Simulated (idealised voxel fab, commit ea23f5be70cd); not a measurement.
Process module in this document: voxel gate over fins
In the cross-section labelled cut, the width is 225 nm and each square cell is 5 nm.
For the purposes of this document, a cross-section shall be understood as a grid of square cells, specified as bands listed in top-to-bottom order, each band consisting of one or more rows of cells.
Heads up on the band format: heights come first, top then bottom, in nm. After that it's the materials left to right, each with its width in nm. A single material flagged "full width" fills the whole band edge to edge, and "air" means there's empty space there.
Height reference: 0 = level under which incoming wafer is all one material. Lowest band: no bottom, runs on downward, e.g. "0 -> down".
Width "30..40": first value at the band's top row of cells, second value at its bottom row, equal change from row to row.
"nothing different" for a step: no cell of the cross-section changed in that step.
Entry "Enclosed void inventory" = empty spaces >= 8 cells with no open way to the top; each as width x height at distance, distance from left edge, all nm.
Anything after a step's settings on that line? It's the simulator's own note about the step.
Each step line may optionally specify "overlay nm", which for a step with a mask gives the rightward distance between the mask's planned place and where it lay, a negative value indicating the leftward direction.

Set out below are the planned steps of the process:
1. RECEIVE, material Si
2. CONFORMAL_DEP, material SiN, thk nm 5
3. PATTERN, tone cover, mask id FINS, material resist, width nm 15, pitch nm 35, thk nm 15, overlay nm 0
4. DIRECTIONAL_ETCH, etch materials SiN, depth nm 5
5. DIRECTIONAL_ETCH, etch materials Si, depth nm 40
6. STRIP, etch materials resist
7. OXIDIZE, depth nm 5
8. FILL_DEP, material SiO2, thk nm 15
9. CMP, height nm 5
10. SELECTIVE_ETCH, etch materials SiO2, depth nm 20
11. STRIP, etch materials SiN
12. CONFORMAL_DEP, material HfO2, thk nm 5
13. CONFORMAL_DEP, material TiN, thk nm 5
14. FILL_DEP, material W, thk nm 15
15. CMP, height nm 20
16. CONFORMAL_DEP, material SiCN, thk nm 5

The cross-section here shows the wafer as received, i.e. in its state after step 1:
    0 -> down  Si full width
    Enclosed void inventory: none

Final wafer profile in cross-section after the module, from the same start and plan as above, with one mistake made during processing:
    25 -> 20  SiCN full width
    20 -> 10  W full width
    10 -> 5  65 nm W / 25 nm TiN / 10 nm W / 25 nm TiN / 10 nm W / 25 nm TiN / 65 nm W
    5 -> 0  65 nm W / 5 nm TiN / 15 nm HfO2 / 5 nm TiN / 10 nm W / 5 nm TiN / 15 nm HfO2 / 5 nm TiN / 10 nm W / 5 nm TiN / 15 nm HfO2 / 5 nm TiN / 65 nm W
    0 -> -25  65 nm W / 5 nm TiN / 5 nm HfO2 / 5 nm Si / 5 nm HfO2 / 5 nm TiN / 10 nm W / 5 nm TiN / 5 nm HfO2 / 5 nm Si / 5 nm HfO2 / 5 nm TiN / 10 nm W / 5 nm TiN / 5 nm HfO2 / 5 nm Si / 5 nm HfO2 / 5 nm TiN / 65 nm W
    -25 -> -30  70 nm TiN / 5 nm HfO2 / 5 nm Si / 5 nm HfO2 / 20 nm TiN / 5 nm HfO2 / 5 nm Si / 5 nm HfO2 / 20 nm TiN / 5 nm HfO2 / 5 nm Si / 5 nm HfO2 / 70 nm TiN
    -30 -> -35  75 nm HfO2 / 5 nm Si / 30 nm HfO2 / 5 nm Si / 30 nm HfO2 / 5 nm Si / 75 nm HfO2
    -35 -> -45  75 nm SiO2 / 5 nm Si / 30 nm SiO2 / 5 nm Si / 30 nm SiO2 / 5 nm Si / 75 nm SiO2
    -45 -> down  Si full width
    Enclosed void inventory: none
Here's what went sideways: execution of plan step 10 occurred twice
